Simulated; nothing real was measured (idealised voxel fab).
process module | voxel self aligned contacts
cross-section cut | 255 nm wide | cells 5 nm
A cross-section is a grid of square cells, given in bands from the top down. A band is one or more rows of cells.
Each band's line starts with the height of the band's top and of its bottom, in nm. Then come its materials from left to right, each with its width in nm. One material with "throughout" fills the band from edge to edge. "air" is empty space.
Height 0 is the level under which the wafer as received is all one material. The lowest band goes on downwards, as in "0 down".
A width such as "30 to 40" changes by the same amount from each row of cells to the next, from the band's top row to its bottom row.
"no change" after a step means that no cell of the cross-section changed.
closed voids: empty space of 8 cells or more with no open way to the top, each as width x height at its distance from the left edge, in nm
after a step's settings: what the simulator itself notes on the step
overlay nm, on a step with a mask: how far to the right of its planned place the mask lay; to the left if negative
plan
1 op RECEIVE | material Si
2 op OXIDIZE | depth nm 5
3 op DIRECTIONAL_DEP | material polySi | thk nm 30
4 op DIRECTIONAL_DEP | material SiN | thk nm 25
5 op DIRECTIONAL_DEP | material aC | thk nm 10
6 op PATTERN | tone cover | mask id GATE | material resist | width nm 30 | pitch nm 75 | thk nm 30 | overlay nm 0
7 op DIRECTIONAL_ETCH | etch materials aC | depth nm 10
8 op STRIP | etch materials resist
9 op DIRECTIONAL_ETCH | etch materials SiN | depth nm 25
10 op DIRECTIONAL_ETCH | etch materials polySi | depth nm 30
11 op STRIP | etch materials aC
12 op CONFORMAL_DEP | material SiN | thk nm 10
13 op DIRECTIONAL_ETCH | etch materials SiN | depth nm 10
14 op FILL_DEP | material SiO2 | thk nm 15
15 op CMP | height nm 60
16 op MASKED_ETCH | tone open | mask id CONTACT | width nm 55 | etch materials SiO2 | depth nm 65 | overlay nm 0
17 op CONFORMAL_DEP | material TiN | thk nm 5
18 op FILL_DEP | material W | thk nm 5
19 op CMP | height nm 60
20 op CONFORMAL_DEP | material SiCN | thk nm 5
first wafer, as planned
as received, after step 1
  0 down: Si throughout
  closed voids: none
after step 2
  0 to -5: SiO2 throughout
  below -5: unchanged
after step 3
  30 to 0: polySi throughout
  below 0: unchanged
after step 4
  55 to 30: SiN throughout
  below 30: unchanged
after step 5
  65 to 55: aC throughout
  below 55: unchanged
after step 6
  95 to 65: air 75 | resist 30 | air 45 | resist 30 | air 75
  below 65: unchanged
after step 7
  85 to 65: air 75 | resist 30 | air 45 | resist 30 | air 75
  65 to 55: air 75 | aC 30 | air 45 | aC 30 | air 75
  below 55: unchanged
after step 8
  65 to 55: air 75 | aC 30 | air 45 | aC 30 | air 75
  below 55: unchanged
after step 9
  65 to 55: air 75 | aC 30 | air 45 | aC 30 | air 75
  55 to 30: air 75 | SiN 30 | air 45 | SiN 30 | air 75
  below 30: unchanged
after step 10
  65 to 55: air 75 | aC 30 | air 45 | aC 30 | air 75
  55 to 30: air 75 | SiN 30 | air 45 | SiN 30 | air 75
  30 to 0: air 75 | polySi 30 | air 45 | polySi 30 | air 75
  below 0: unchanged
after step 11
  55 to 30: air 75 | SiN 30 | air 45 | SiN 30 | air 75
  below 30: unchanged
after step 12
  65 to 30: air 65 | SiN 50 | air 25 | SiN 50 | air 65
  30 to 10: air 65 | SiN 10 | polySi 30 | SiN 10 | air 25 | SiN 10 | polySi 30 | SiN 10 | air 65
  10 to 0: SiN 75 | polySi 30 | SiN 45 | polySi 30 | SiN 75
  below 0: unchanged
after step 13
  55 to 30: air 65 | SiN 50 | air 25 | SiN 50 | air 65
  30 to 0: air 65 | SiN 10 | polySi 30 | SiN 10 | air 25 | SiN 10 | polySi 30 | SiN 10 | air 65
  below 0: unchanged
after step 14
  70 to 55: SiO2 throughout
  55 to 30: SiO2 65 | SiN 50 | SiO2 25 | SiN 50 | SiO2 65
  30 to 0: SiO2 65 | SiN 10 | polySi 30 | SiN 10 | SiO2 25 | SiN 10 | polySi 30 | SiN 10 | SiO2 65
  below 0: unchanged
after step 15
  60 to 55: SiO2 throughout
  below 55: unchanged
after step 16
  60 to 55: SiO2 100 | air 55 | SiO2 100
  55 to 30: SiO2 65 | SiN 50 | air 25 | SiN 50 | SiO2 65
  30 to 0: SiO2 65 | SiN 10 | polySi 30 | SiN 10 | air 25 | SiN 10 | polySi 30 | SiN 10 | SiO2 65
  0 to -5: SiO2 115 | air 25 | SiO2 115
  below -5: unchanged
after step 17
  65 to 60: TiN 105 | air 45 | TiN 105
  60 to 55: SiO2 100 | TiN 20 | air 15 | TiN 20 | SiO2 100
  55 to 30: SiO2 65 | SiN 50 | TiN 5 | air 15 | TiN 5 | SiN 50 | SiO2 65
  30 to 0: SiO2 65 | SiN 10 | polySi 30 | SiN 10 | TiN 5 | air 15 | TiN 5 | SiN 10 | polySi 30 | SiN 10 | SiO2 65
  0 to -5: SiO2 115 | TiN 25 | SiO2 115
  below -5: unchanged
after step 18
  70 to 65: W throughout
  65 to 60: TiN 105 | W 45 | TiN 105
  60 to 55: SiO2 100 | TiN 20 | W 15 | TiN 20 | SiO2 100
  55 to 30: SiO2 65 | SiN 50 | TiN 5 | W 15 | TiN 5 | SiN 50 | SiO2 65
  30 to 0: SiO2 65 | SiN 10 | polySi 30 | SiN 10 | TiN 5 | W 15 | TiN 5 | SiN 10 | polySi 30 | SiN 10 | SiO2 65
  below 0: unchanged
after step 19
  60 to 55: SiO2 100 | TiN 20 | W 15 | TiN 20 | SiO2 100
  below 55: unchanged
after step 20
  65 to 60: SiCN throughout
  below 60: unchanged
second wafer: like start, like plan, one mistake. Through step 1 it matches the first wafer
when step 2 should have ended: no change
when step 3 should have ended
  30 to 0: polySi throughout
  below 0: unchanged
when step 4 should have ended
  55 to 30: SiN throughout
  below 30: unchanged
when step 5 should have ended
  65 to 55: aC throughout
  below 55: unchanged
when step 6 should have ended
  95 to 65: air 75 | resist 30 | air 45 | resist 30 | air 75
  below 65: unchanged
when step 7 should have ended
  85 to 65: air 75 | resist 30 | air 45 | resist 30 | air 75
  65 to 55: air 75 | aC 30 | air 45 | aC 30 | air 75
  below 55: unchanged
when step 8 should have ended
  65 to 55: air 75 | aC 30 | air 45 | aC 30 | air 75
  below 55: unchanged
when step 9 should have ended
  65 to 55: air 75 | aC 30 | air 45 | aC 30 | air 75
  55 to 30: air 75 | SiN 30 | air 45 | SiN 30 | air 75
  below 30: unchanged
when step 10 should have ended
  65 to 55: air 75 | aC 30 | air 45 | aC 30 | air 75
  55 to 30: air 75 | SiN 30 | air 45 | SiN 30 | air 75
  30 to 0: air 75 | polySi 30 | air 45 | polySi 30 | air 75
  below 0: unchanged
when step 11 should have ended
  55 to 30: air 75 | SiN 30 | air 45 | SiN 30 | air 75
  below 30: unchanged
when step 12 should have ended
  65 to 30: air 65 | SiN 50 | air 25 | SiN 50 | air 65
  30 to 10: air 65 | SiN 10 | polySi 30 | SiN 10 | air 25 | SiN 10 | polySi 30 | SiN 10 | air 65
  10 to 0: SiN 75 | polySi 30 | SiN 45 | polySi 30 | SiN 75
  below 0: unchanged
when step 13 should have ended
  55 to 30: air 65 | SiN 50 | air 25 | SiN 50 | air 65
  30 to 0: air 65 | SiN 10 | polySi 30 | SiN 10 | air 25 | SiN 10 | polySi 30 | SiN 10 | air 65
  below 0: unchanged
when step 14 should have ended
  70 to 55: SiO2 throughout
  55 to 30: SiO2 65 | SiN 50 | SiO2 25 | SiN 50 | SiO2 65
  30 to 0: SiO2 65 | SiN 10 | polySi 30 | SiN 10 | SiO2 25 | SiN 10 | polySi 30 | SiN 10 | SiO2 65
  below 0: unchanged
when step 15 should have ended
  60 to 55: SiO2 throughout
  below 55: unchanged
when step 16 should have ended
  60 to 55: SiO2 100 | air 55 | SiO2 100
  55 to 30: SiO2 65 | SiN 50 | air 25 | SiN 50 | SiO2 65
  30 to 0: SiO2 65 | SiN 10 | polySi 30 | SiN 10 | air 25 | SiN 10 | polySi 30 | SiN 10 | SiO2 65
  below 0: unchanged
when step 17 should have ended
  65 to 60: TiN 105 | air 45 | TiN 105
  60 to 55: SiO2 100 | TiN 20 | air 15 | TiN 20 | SiO2 100
  55 to 30: SiO2 65 | SiN 50 | TiN 5 | air 15 | TiN 5 | SiN 50 | SiO2 65
  30 to 5: SiO2 65 | SiN 10 | polySi 30 | SiN 10 | TiN 5 | air 15 | TiN 5 | SiN 10 | polySi 30 | SiN 10 | SiO2 65
  5 to 0: SiO2 65 | SiN 10 | polySi 30 | SiN 10 | TiN 25 | SiN 10 | polySi 30 | SiN 10 | SiO2 65
  below 0: unchanged
when step 18 should have ended
  70 to 65: W throughout
  65 to 60: TiN 105 | W 45 | TiN 105
  60 to 55: SiO2 100 | TiN 20 | W 15 | TiN 20 | SiO2 100
  55 to 30: SiO2 65 | SiN 50 | TiN 5 | W 15 | TiN 5 | SiN 50 | SiO2 65
  30 to 5: SiO2 65 | SiN 10 | polySi 30 | SiN 10 | TiN 5 | W 15 | TiN 5 | SiN 10 | polySi 30 | SiN 10 | SiO2 65
  below 5: unchanged
when step 19 should have ended
  60 to 55: SiO2 100 | TiN 20 | W 15 | TiN 20 | SiO2 100
  below 55: unchanged
when step 20 should have ended
  65 to 60: SiCN throughout
  below 60: unchanged
what went wrong: step 2 was left out
at the end the second wafer has, in cells: 51 more of Si | 46 fewer of SiO2 | 2 fewer of TiN | 3 fewer of W
